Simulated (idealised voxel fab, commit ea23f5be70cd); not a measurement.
The name of this process module is voxel quadruple lines.
285 nm wide, 5 nm square cells: that's cross-section cut.
Square cells in a grid make up a cross-section in this document, and the grid is given as bands, listed from the top down, each one or more rows of cells. Top, bottom (nm), then materials left to right with widths (nm); lone material tagged "everywhere" fills the whole band edge to edge; "blank" = empty space. It should be noted that heights are counted from 0, beneath which the wafer as supplied is of one material throughout, and that the lowest band possesses no lower boundary but continues downward, as written in "z 0 and below". When a width is written as two numbers, as in "30 to 40", the first number is the width in the top row of cells of the band and the second is the width in its bottom row, and the width changes by the same amount from each row to the next. Given "remained the same" for a step, no cell of the cross-section differs between before and after that step. Empty spaces without an open route to the top, at least 8 cells in extent, make up the entry "Entrapped void list"; each is given as width x height at distance, where the distance is measured from the left edge, and all are in nm. Whatever follows a step's settings on its line is a remark the simulator itself makes about that step. When a step includes a mask, the "overlay nm" setting on its line states how far to the right of its planned place that mask lay, and negative values state how far to the left.

So here's the lineup of process steps we planned
1,RECEIVE | material Si
2,CONFORMAL_DEP | material SiO2 | thk nm 10
3,DIRECTIONAL_DEP | material W | thk nm 10
4,DIRECTIONAL_DEP | material polySi | thk nm 20
5,DIRECTIONAL_DEP | material aC | thk nm 20
6,PATTERN | tone cover | mask id MANDREL | material resist | width nm 30 | pitch nm 80 | thk nm 25 | overlay nm 0
7,DIRECTIONAL_ETCH | etch materials aC | depth nm 20
8,STRIP | etch materials resist
9,CONFORMAL_DEP | material SiO2 | thk nm 10
10,DIRECTIONAL_ETCH | etch materials SiO2 | depth nm 10
11,STRIP | etch materials aC
12,DIRECTIONAL_ETCH | etch materials polySi | depth nm 20
13,STRIP | etch materials SiO2
14,CONFORMAL_DEP | material SiCN | thk nm 10
15,DIRECTIONAL_ETCH | etch materials SiCN | depth nm 10
16,STRIP | etch materials polySi
17,DIRECTIONAL_ETCH | etch materials W | depth nm 10
18,STRIP | etch materials SiCN

First of two wafers - as planned

Shown in cross-section is the wafer as received, that is, as it stands after step 1
> z 0 and below  Si everywhere
> Entrapped void list: none

Wafer xsec, post step 2
> z 10 to 0  SiO2 everywhere
> Whatever lies below 0 is exactly as it was before.

Wafer xsec, post step 3
> z 20 to 10  W everywhere
> Whatever lies below 10 is exactly as it was before.

Wafer xsec, post step 4
> z 40 to 20  polySi everywhere
> Whatever lies below 20 is exactly as it was before.

Wafer xsec, post step 5
> z 60 to 40  aC everywhere
> Whatever lies below 40 is exactly as it was before.

Wafer xsec, post step 6
> z 85 to 60  blank=85, resist=30, blank=50, resist=30, blank=90
> Whatever lies below 60 is exactly as it was before.

Wafer xsec, post step 7
> z 65 to 60  blank=85, resist=30, blank=50, resist=30, blank=90
> z 60 to 40  blank=85, aC=30, blank=50, aC=30, blank=90
> Whatever lies below 40 is exactly as it was before.

Wafer xsec, post step 8
> z 60 to 40  blank=85, aC=30, blank=50, aC=30, blank=90
> Whatever lies below 40 is exactly as it was before.

Wafer xsec, post step 9
> z 70 to 60  blank=75, SiO2=50, blank=30, SiO2=50, blank=80
> z 60 to 50  blank=75, SiO2=10, aC=30, SiO2=10, blank=30, SiO2=10, aC=30, SiO2=10, blank=80
> z 50 to 40  SiO2=85, aC=30, SiO2=50, aC=30, SiO2=90
> Whatever lies below 40 is exactly as it was before.

Wafer xsec, post step 10
> z 60 to 40  blank=75, SiO2=10, aC=30, SiO2=10, blank=30, SiO2=10, aC=30, SiO2=10, blank=80
> Whatever lies below 40 is exactly as it was before.

Wafer xsec, post step 11
> z 60 to 40  blank=75, SiO2=10, blank=30, SiO2=10, blank=30, SiO2=10, blank=30, SiO2=10, blank=80
> Whatever lies below 40 is exactly as it was before.

Wafer xsec, post step 12
> z 60 to 40  blank=75, SiO2=10, blank=30, SiO2=10, blank=30, SiO2=10, blank=30, SiO2=10, blank=80
> z 40 to 20  blank=75, polySi=10, blank=30, polySi=10, blank=30, polySi=10, blank=30, polySi=10, blank=80
> Whatever lies below 20 is exactly as it was before.

Wafer xsec, post step 13
> z 40 to 20  blank=75, polySi=10, blank=30, polySi=10, blank=30, polySi=10, blank=30, polySi=10, blank=80
> Whatever lies below 20 is exactly as it was before.

Wafer xsec, post step 14
> z 50 to 40  blank=65, SiCN=30, blank=10, SiCN=30, blank=10, SiCN=30, blank=10, SiCN=30, blank=70
> z 40 to 30  blank=65, SiCN=10, polySi=10, SiCN=10, blank=10, SiCN=10, polySi=10, SiCN=10, blank=10, SiCN=10, polySi=10, SiCN=10, blank=10, SiCN=10, polySi=10, SiCN=10, blank=70
> z 30 to 20  SiCN=75, polySi=10, SiCN=30, polySi=10, SiCN=30, polySi=10, SiCN=30, polySi=10, SiCN=80
> Whatever lies below 20 is exactly as it was before.

Wafer xsec, post step 15
> z 40 to 20  blank=65, SiCN=10, polySi=10, SiCN=10, blank=10, SiCN=10, polySi=10, SiCN=10, blank=10, SiCN=10, polySi=10, SiCN=10, blank=10, SiCN=10, polySi=10, SiCN=10, blank=70
> Whatever lies below 20 is exactly as it was before.

Wafer xsec, post step 16
> z 40 to 20  blank=65, SiCN=10, blank=10, SiCN=10, blank=10, SiCN=10, blank=10, SiCN=10, blank=10, SiCN=10, blank=10, SiCN=10, blank=10, SiCN=10, blank=10, SiCN=10, blank=70
> Whatever lies below 20 is exactly as it was before.

Wafer xsec, post step 17
> z 40 to 20  blank=65, SiCN=10, blank=10, SiCN=10, blank=10, SiCN=10, blank=10, SiCN=10, blank=10, SiCN=10, blank=10, SiCN=10, blank=10, SiCN=10, blank=10, SiCN=10, blank=70
> z 20 to 10  blank=65, W=10, blank=10, W=10, blank=10, W=10, blank=10, W=10, blank=10, W=10, blank=10, W=10, blank=10, W=10, blank=10, W=10, blank=70
> Whatever lies below 10 is exactly as it was before.

Wafer xsec, post step 18
> z 20 to 10  blank=65, W=10, blank=10, W=10, blank=10, W=10, blank=10, W=10, blank=10, W=10, blank=10, W=10, blank=10, W=10, blank=10, W=10, blank=70
> Whatever lies below 10 is exactly as it was before.

It is to be noted that the second wafer proceeded from the same initial state and according to the same plan as the first, although one mistake was committed in its execution; through step 1, inclusive, the two wafers share an identical history

Cross-sectional view of the second wafer at the intended end time of process step 2: remained the same

Cross-sectional view of the second wafer at the intended end time of process step 3
> z 10 to 0  W everywhere
> Whatever lies below 0 is exactly as it was before.

Cross-sectional view of the second wafer at the intended end time of process step 4
> z 30 to 10  polySi everywhere
> Whatever lies below 10 is exactly as it was before.

Cross-sectional view of the second wafer at the intended end time of process step 5
> z 50 to 30  aC everywhere
> Whatever lies below 30 is exactly as it was before.

Cross-sectional view of the second wafer at the intended end time of process step 6
> z 75 to 50  blank=85, resist=30, blank=50, resist=30, blank=90
> Whatever lies below 50 is exactly as it was before.

Cross-sectional view of the second wafer at the intended end time of process step 7
> z 55 to 50  blank=85, resist=30, blank=50, resist=30, blank=90
> z 50 to 30  blank=85, aC=30, blank=50, aC=30, blank=90
> Whatever lies below 30 is exactly as it was before.

Cross-sectional view of the second wafer at the intended end time of process step 8
> z 50 to 30  blank=85, aC=30, blank=50, aC=30, blank=90
> Whatever lies below 30 is exactly as it was before.

Cross-sectional view of the second wafer at the intended end time of process step 9
> z 60 to 50  blank=75, SiO2=50, blank=30, SiO2=50, blank=80
> z 50 to 40  blank=75, SiO2=10, aC=30, SiO2=10, blank=30, SiO2=10, aC=30, SiO2=10, blank=80
> z 40 to 30  SiO2=85, aC=30, SiO2=50, aC=30, SiO2=90
> Whatever lies below 30 is exactly as it was before.

Cross-sectional view of the second wafer at the intended end time of process step 10
> z 50 to 30  blank=75, SiO2=10, aC=30, SiO2=10, blank=30, SiO2=10, aC=30, SiO2=10, blank=80
> Whatever lies below 30 is exactly as it was before.

Cross-sectional view of the second wafer at the intended end time of process step 11
> z 50 to 30  blank=75, SiO2=10, blank=30, SiO2=10, blank=30, SiO2=10, blank=30, SiO2=10, blank=80
> Whatever lies below 30 is exactly as it was before.

Cross-sectional view of the second wafer at the intended end time of process step 12
> z 50 to 30  blank=75, SiO2=10, blank=30, SiO2=10, blank=30, SiO2=10, blank=30, SiO2=10, blank=80
> z 30 to 10  blank=75, polySi=10, blank=30, polySi=10, blank=30, polySi=10, blank=30, polySi=10, blank=80
> Whatever lies below 10 is exactly as it was before.

Cross-sectional view of the second wafer at the intended end time of process step 13
> z 30 to 10  blank=75, polySi=10, blank=30, polySi=10, blank=30, polySi=10, blank=30, polySi=10, blank=80
> Whatever lies below 10 is exactly as it was before.

Cross-sectional view of the second wafer at the intended end time of process step 14
> z 40 to 30  blank=65, SiCN=30, blank=10, SiCN=30, blank=10, SiCN=30, blank=10, SiCN=30, blank=70
> z 30 to 20  blank=65, SiCN=10, polySi=10, SiCN=10, blank=10, SiCN=10, polySi=10, SiCN=10, blank=10, SiCN=10, polySi=10, SiCN=10, blank=10, SiCN=10, polySi=10, SiCN=10, blank=70
> z 20 to 10  SiCN=75, polySi=10, SiCN=30, polySi=10, SiCN=30, polySi=10, SiCN=30, polySi=10, SiCN=80
> Whatever lies below 10 is exactly as it was before.

Cross-sectional view of the second wafer at the intended end time of process step 15
> z 30 to 10  blank=65, SiCN=10, polySi=10, SiCN=10, blank=10, SiCN=10, polySi=10, SiCN=10, blank=10, SiCN=10, polySi=10, SiCN=10, blank=10, SiCN=10, polySi=10, SiCN=10, blank=70
> Whatever lies below 10 is exactly as it was before.

Cross-sectional view of the second wafer at the intended end time of process step 16
> z 30 to 10  blank=65, SiCN=10, blank=10, SiCN=10, blank=10, SiCN=10, blank=10, SiCN=10, blank=10, SiCN=10, blank=10, SiCN=10, blank=10, SiCN=10, blank=10, SiCN=10, blank=70
> Whatever lies below 10 is exactly as it was before.

Cross-sectional view of the second wafer at the intended end time of process step 17
> z 30 to 10  blank=65, SiCN=10, blank=10, SiCN=10, blank=10, SiCN=10, blank=10, SiCN=10, blank=10, SiCN=10, blank=10, SiCN=10, blank=10, SiCN=10, blank=10, SiCN=10, blank=70
> z 10 to 0  blank=65, W=10, blank=10, W=10, blank=10, W=10, blank=10, W=10, blank=10, W=10, blank=10, W=10, blank=10, W=10, blank=10, W=10, blank=70
> Whatever lies below 0 is exactly as it was before.

Cross-sectional view of the second wafer at the intended end time of process step 18
> z 10 to 0  blank=65, W=10, blank=10, W=10, blank=10, W=10, blank=10, W=10, blank=10, W=10, blank=10, W=10, blank=10, W=10, blank=10, W=10, blank=70
> Whatever lies below 0 is exactly as it was before.
Run error: step 2 was dropped from the plan's execution and never run
Final cells, second wafer relative to first, materials higher or lower: 114 fewer of SiO2
